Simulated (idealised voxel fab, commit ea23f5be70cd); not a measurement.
The document below concerns the process module designated voxel wiring stack.
250 nm wide, 5 nm square cells: that's cross-section cut.
Just so we're on the same page, the cross-sections are grids of square cells, and they're listed out in bands top to bottom, each band one or more rows deep.
This entry defines a band. It first specifies the height of the band's top and the height of its bottom in nm, and then specifies the band's materials from left to right, stating each material with its width in nm. The word "all across" identifies a single material that fills the band from edge to edge, while the word "blank" identifies empty space.
Height reference: 0 = level under which incoming wafer is all one material. Lowest band: no bottom, runs on downward, e.g. "0..down".
The two numbers in a width such as "30..40" mark its ends across the band: the first belongs to the top row of cells, the second to the bottom row, and from each row to the next the width moves by the same amount.
"changes: none" -> step changed no cross-section cell.
"Voids, fully enclosed" contains a list of empty spaces, each no smaller than 8 cells and without an open way to the top, written in the form width x height at distance with the distance from the left edge and all three in nm.
That trailing text on a step's line, after the settings, is the simulator's own remark on the step.
"overlay nm", when on a step's line for a step with a mask, measures how far to the right of its planned place the mask lay; a negative measure means to the left.
The planned process steps are enumerated hereunder
1. RECEIVE: material Si
2. CONFORMAL_DEP: material SiO2, thk nm 10
3. CONFORMAL_DEP: material SiN, thk nm 5
4. DIRECTIONAL_DEP: material lowk, thk nm 15
5. PATTERN: tone open, mask id METAL_1, material resist, width nm 20, pitch nm 35, thk nm 20, overlay nm 0
6. DIRECTIONAL_ETCH: etch materials lowk, depth nm 15
7. DIRECTIONAL_ETCH: etch materials SiN, depth nm 5
8. STRIP: etch materials resist
9. CONFORMAL_DEP: material TiN, thk nm 5
10. FILL_DEP: material Ru, thk nm 10
11. CMP: height nm 30
12. EPI: material Ru, thk nm 5
13. FILL_DEP: material SiCN, thk nm 5
14. DIRECTIONAL_DEP: material lowk, thk nm 10
15. DIRECTIONAL_DEP: material aC, thk nm 15
16. PATTERN: tone open, mask id PLUG_1, material resist, width nm 15, pitch nm 70, thk nm 30, overlay nm 0
17. DIRECTIONAL_ETCH: etch materials aC, depth nm 15
18. STRIP: etch materials resist
19. DIRECTIONAL_ETCH: etch materials lowk, depth nm 10
20. DIRECTIONAL_ETCH: etch materials SiCN, depth nm 5
21. STRIP: etch materials aC
22. EPI: material Ru, thk nm 10
23. EPI: material Ru, thk nm 5
24. DIRECTIONAL_DEP: material TiN, thk nm 5
25. DIRECTIONAL_DEP: material W, thk nm 15
26. MASKED_ETCH: tone cover, mask id METAL_2, width nm 20, pitch nm 35, etch materials W, depth nm 15, overlay nm 0
27. MASKED_ETCH: tone cover, mask id METAL_2, width nm 20, pitch nm 35, etch materials TiN, depth nm 5, overlay nm 0
28. CONFORMAL_DEP: material SiCN, thk nm 5
29. FILL_DEP: material lowk, thk nm 10
30. CMP: height nm 70
31. CONFORMAL_DEP: material SiCN, thk nm 5
32. DIRECTIONAL_DEP: material lowk, thk nm 15
33. PATTERN: tone open, mask id PLUG_2, material resist, width nm 15, pitch nm 35, thk nm 20, overlay nm 0
34. DIRECTIONAL_ETCH: etch materials lowk, depth nm 15
35. DIRECTIONAL_ETCH: etch materials SiCN, depth nm 5
36. STRIP: etch materials resist
37. CONFORMAL_DEP: material TiN, thk nm 5
38. FILL_DEP: material Ru, thk nm 10
39. CMP: height nm 90
40. DIRECTIONAL_DEP: material TiN, thk nm 5
41. DIRECTIONAL_DEP: material W, thk nm 25
42. PATTERN: tone cover, mask id METAL_3, material resist, width nm 20, pitch nm 35, thk nm 20, overlay nm 0
43. DIRECTIONAL_ETCH: etch materials W, depth nm 25
44. DIRECTIONAL_ETCH: etch materials TiN, depth nm 5
45. STRIP: etch materials resist
46. FILL_DEP: material SiO2, thk nm 10
47. CMP: height nm 120
48. CONFORMAL_DEP: material SiCN, thk nm 5
Wafer as received: cross-section following step 1
    0..down | Si all across
    Voids, fully enclosed: none
Starting wafer: above. Plan: above. Run: one mistake. Cross-section after the module: below
    125..120 | SiCN all across
    120..95 | 60 of SiO2 / 20 of W / 15 of SiO2 / 20 of W / 15 of SiO2 / 20 of W / 15 of SiO2 / 20 of W / 65 of SiO2
    95..90 | 60 of SiO2 / 20 of TiN / 15 of SiO2 / 20 of TiN / 15 of SiO2 / 20 of TiN / 15 of SiO2 / 20 of TiN / 65 of SiO2
    90..75 | 55 of Ru / 5 of TiN / 15 of lowk / 5 of TiN / 10 of Ru / 5 of TiN / 15 of lowk / 5 of TiN / 10 of Ru / 5 of TiN / 15 of lowk / 5 of TiN / 10 of Ru / 5 of TiN / 15 of lowk / 5 of TiN / 65 of Ru
    75..70 | 60 of TiN / 15 of SiCN / 20 of TiN / 15 of SiCN / 20 of TiN / 15 of SiCN / 20 of TiN / 15 of SiCN / 70 of TiN
    70..55 | 55 of lowk / 5 of SiCN / 20 of W / 5 of SiCN / 5 of lowk / 5 of SiCN / 20 of W / 5 of SiCN / 5 of lowk / 5 of SiCN / 20 of W / 5 of SiCN / 5 of lowk / 5 of SiCN / 20 of W / 5 of SiCN / 60 of lowk
    55..50 | 60 of SiCN / 20 of TiN / 15 of SiCN / 20 of TiN / 15 of SiCN / 20 of TiN / 15 of SiCN / 20 of TiN / 65 of SiCN
    50..40 | 60 of lowk / 15 of Ru / 55 of lowk / 15 of Ru / 105 of lowk
    40..35 | 60 of SiCN / 15 of Ru / 55 of SiCN / 15 of Ru / 105 of SiCN
    35..30 | 55 of SiCN / 30 of Ru / 5 of SiCN / 30 of Ru / 5 of SiCN / 30 of Ru / 5 of SiCN / 30 of Ru / 60 of SiCN
    30..15 | 60 of lowk / 5 of TiN / 10 of Ru / 5 of TiN / 15 of lowk / 5 of TiN / 10 of Ru / 5 of TiN / 15 of lowk / 5 of TiN / 10 of Ru / 5 of TiN / 15 of lowk / 5 of TiN / 10 of Ru / 5 of TiN / 65 of lowk
    15..10 | 60 of SiN / 20 of TiN / 15 of SiN / 20 of TiN / 15 of SiN / 20 of TiN / 15 of SiN / 20 of TiN / 65 of SiN
    10..0 | SiO2 all across
    0..down | Si all across
    Voids, fully enclosed: none
Want to know what went wrong? step 33 did not happen as planned, as run it was PATTERN: tone cover, mask id PLUG_2, material resist, width nm 15, pitch nm 35, thk nm 20, overlay nm 0
